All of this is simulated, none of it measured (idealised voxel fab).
Title: Process Module voxel ribs on slabs
The cross-section shown here is cut; it is 265 nm wide and divided into square cells measuring 5 nm on a side.
A cross-section is a grid of square cells, given in bands from the top down. A band is one or more rows of cells. Within each band entry, the heights of the top and of the bottom of the band appear first, in that order and in nm; the materials of the band then follow from left to right, each with its corresponding width in nm. The designation "full width" on a single material indicates that it fills the band from edge to edge; the designation "air" indicates empty space. Height datum 0, below which the as-received substrate wafer is one material. Lowest band open at the bottom, running downward: "0..down". Quick explanation for "30->40": the width changes in equal steps down the rows of cells, from the first number in the band's top row to the second number in its bottom row. Basically "everything unchanged" means that step didn't change any cell in the cross-section. The list in "Closed cavity list" covers empty spaces of 8 cells or more that cannot reach the top through any open way, and it gives each as width x height at distance; the distance is from the left edge, and width, height and distance are in nm. Post-settings text on a step line: simulator's own remark regarding the step. For masked steps, "overlay nm" on the step line gives how far right of plan the mask actually lay; a minus sign means it lay to the left.

**These are the steps we planned for the process**
| 1 | op RECEIVE | material Si |
| 2 | op DIRECTIONAL_DEP | material SiO2 | thk nm 30 |
| 3 | op DIRECTIONAL_DEP | material SiN | thk nm 25 |
| 4 | op PATTERN | tone cover | mask id RIB | material resist | width nm 20 | thk nm 15 | overlay nm 0 |
| 5 | op DIRECTIONAL_ETCH | etch materials SiN | depth nm 15 |
| 6 | op STRIP | etch materials resist |
| 7 | op PATTERN | tone cover | mask id SLAB | material resist | width nm 70 | thk nm 20 | overlay nm 0 |
| 8 | op DIRECTIONAL_ETCH | etch materials SiN | depth nm 10 |
| 9 | op STRIP | etch materials resist |
| 10 | op FILL_DEP | material SiO2 | thk nm 15 |
| 11 | op CMP | height nm 65 |
| 12 | op DIRECTIONAL_DEP | material W | thk nm 5 |
| 13 | op PATTERN | tone cover | mask id HEATER | material resist | width nm 30 | thk nm 15 | overlay nm 0 |
| 14 | op DIRECTIONAL_ETCH | etch materials W | depth nm 5 |
| 15 | op STRIP | etch materials resist |
| 16 | op CONFORMAL_DEP | material SiO2 | thk nm 10 |

**The cross-section here shows the wafer as received, i.e. in its state after step 1**
	0..down = Si full width
	Closed cavity list: none

**Wafer cross-section at end of module: start and plan as shown above, one execution error**
	80..75 = 105 of air, 50 of SiO2, 110 of air
	75..70 = SiO2 full width
	70..65 = 115 of SiO2, 30 of W, 120 of SiO2
	65..60 = SiO2 full width
	60..45 = 120 of SiO2, 20 of SiN, 125 of SiO2
	45..35 = 95 of SiO2, 70 of SiN, 100 of SiO2
	35..0 = SiO2 full width
	0..down = Si full width
	Closed cavity list: none
Which mistake was made when the wafer was run? in deviation from the planned setting, step 2 was conducted as op DIRECTIONAL_DEP | material SiO2 | thk nm 35
